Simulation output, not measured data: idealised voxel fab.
This section sets out a process module, namely voxel wiring stack.
Cross-section cut: width 200 nm, square cells of 5 nm.
In this document a cross-section is written as a grid of square cells. It is given as a series of bands, listed from the top down, and a band is one or more rows of cells. Look at the band entry: it leads with the top's height and the bottom's height in nm. Then it lists the materials left to right, with a width in nm for each. The word "full width" on a single material says that material fills the band edge to edge. The word "blank" is empty space. Counting heights begins at 0, where everything beneath is, in the wafer as received, one material. The lowest band has no bottom; it goes on downwards, as "0 -> down" shows. Width "30->40": first value at the band's top row of cells, second value at its bottom row, equal change from row to row. "left unchanged" means the step left every cell of the cross-section as it was. What "Trapped voids" gives you is every empty space of 8 cells or more that is cut off from the top. Each appears as width x height at distance, with the distance taken from the left edge and width, height and distance all in nm. Step line, after settings: the simulator's comment on this step. The optional step-line setting "overlay nm" applies to steps with a mask and quantifies how far to the right of its planned location the mask lay, a negative value indicating leftward placement.
THE FOLLOWING LIST GIVES THE PLANNED PROCESS STEPS
- 1: RECEIVE: material Si
- 2: CONFORMAL_DEP: material SiO2, thk nm 10
- 3: DIRECTIONAL_DEP: material TiN, thk nm 5
- 4: DIRECTIONAL_DEP: material W, thk nm 15
- 5: DIRECTIONAL_DEP: material aC, thk nm 10
- 6: PATTERN: tone cover, mask id METAL_1, material resist, width nm 30, pitch nm 60, thk nm 25, overlay nm 0
- 7: DIRECTIONAL_ETCH: etch materials aC, depth nm 10
- 8: STRIP: etch materials resist
- 9: DIRECTIONAL_ETCH: etch materials W, depth nm 15
- 10: DIRECTIONAL_ETCH: etch materials TiN, depth nm 5
- 11: STRIP: etch materials aC
- 12: FILL_DEP: material lowk, thk nm 10
- 13: CMP: height nm 30
- 14: CONFORMAL_DEP: material SiCN, thk nm 5
- 15: DIRECTIONAL_DEP: material SiO2, thk nm 30
- 16: MASKED_ETCH: tone open, mask id METAL_2_HOLES, width nm 15, pitch nm 120, etch materials SiO2, depth nm 30, overlay nm 0
- 17: MASKED_ETCH: tone open, mask id METAL_2, width nm 30, pitch nm 60, etch materials SiO2, depth nm 15, overlay nm 0
- 18: MASKED_ETCH: tone open, mask id METAL_2, width nm 30, pitch nm 60, etch materials SiCN, depth nm 5, overlay nm 0
- 19: CONFORMAL_DEP: material TiN, thk nm 5
- 20: FILL_DEP: material Ru, thk nm 5
- 21: CMP: height nm 65
- 22: CONFORMAL_DEP: material SiCN, thk nm 5
- 23: DIRECTIONAL_DEP: material SiO2, thk nm 15
- 24: MASKED_ETCH: tone open, mask id PLUG_2, width nm 15, pitch nm 60, etch materials SiO2, depth nm 15, overlay nm 0
- 25: MASKED_ETCH: tone open, mask id PLUG_2, width nm 15, pitch nm 60, etch materials SiCN, depth nm 5, overlay nm 0
- 26: EPI: material Ru, thk nm 10
- 27: EPI: material Ru, thk nm 10
- 28: CONFORMAL_DEP: material SiN, thk nm 5
- 29: DIRECTIONAL_DEP: material SiO2, thk nm 25
- 30: PATTERN: tone open, mask id METAL_3, material resist, width nm 30, pitch nm 60, thk nm 20, overlay nm 0
- 31: DIRECTIONAL_ETCH: etch materials SiO2, depth nm 25
- 32: DIRECTIONAL_ETCH: etch materials SiN, depth nm 5
- 33: STRIP: etch materials resist
- 34: CONFORMAL_DEP: material TiN, thk nm 5
- 35: FILL_DEP: material Ru, thk nm 5
- 36: CMP: height nm 115
- 37: CONFORMAL_DEP: material SiN, thk nm 5
The wafers in this document start out alike and differ in the width nm applied at step 16; the plan shows the value used for the first wafer.
CUT THROUGH THE FIRST OF SEVERAL WAFERS AS RECEIVED, POST STEP 1
- 0 -> down: Si full width
- Trapped voids: none
THE FOLLOWING TABLE CONTAINS A ROW PER WAFER, IN WHICH ARE REPORTED, AT THE CONCLUSION OF THE MODULE, THE CELLS OF EACH MATERIAL GAINED (+) OR LOST (-) SINCE THE WAFER'S RECEIPT, WITH ITS CLOSED VOIDS GIVEN THEREAFTER
width nm 15 | +128 Ru | +65 SiCN | +62 SiN | +451 SiO2 | +112 TiN | +54 W | +88 lowk | Trapped voids: none
width nm 20 | +136 Ru | +63 SiCN | +62 SiN | +445 SiO2 | +112 TiN | +54 W | +88 lowk | Trapped voids: none
width nm 25 | +146 Ru | +63 SiCN | +62 SiN | +433 SiO2 | +114 TiN | +54 W | +88 lowk | Trapped voids: none
width nm 30 | +154 Ru | +61 SiCN | +62 SiN | +427 SiO2 | +114 TiN | +54 W | +88 lowk | Trapped voids: none
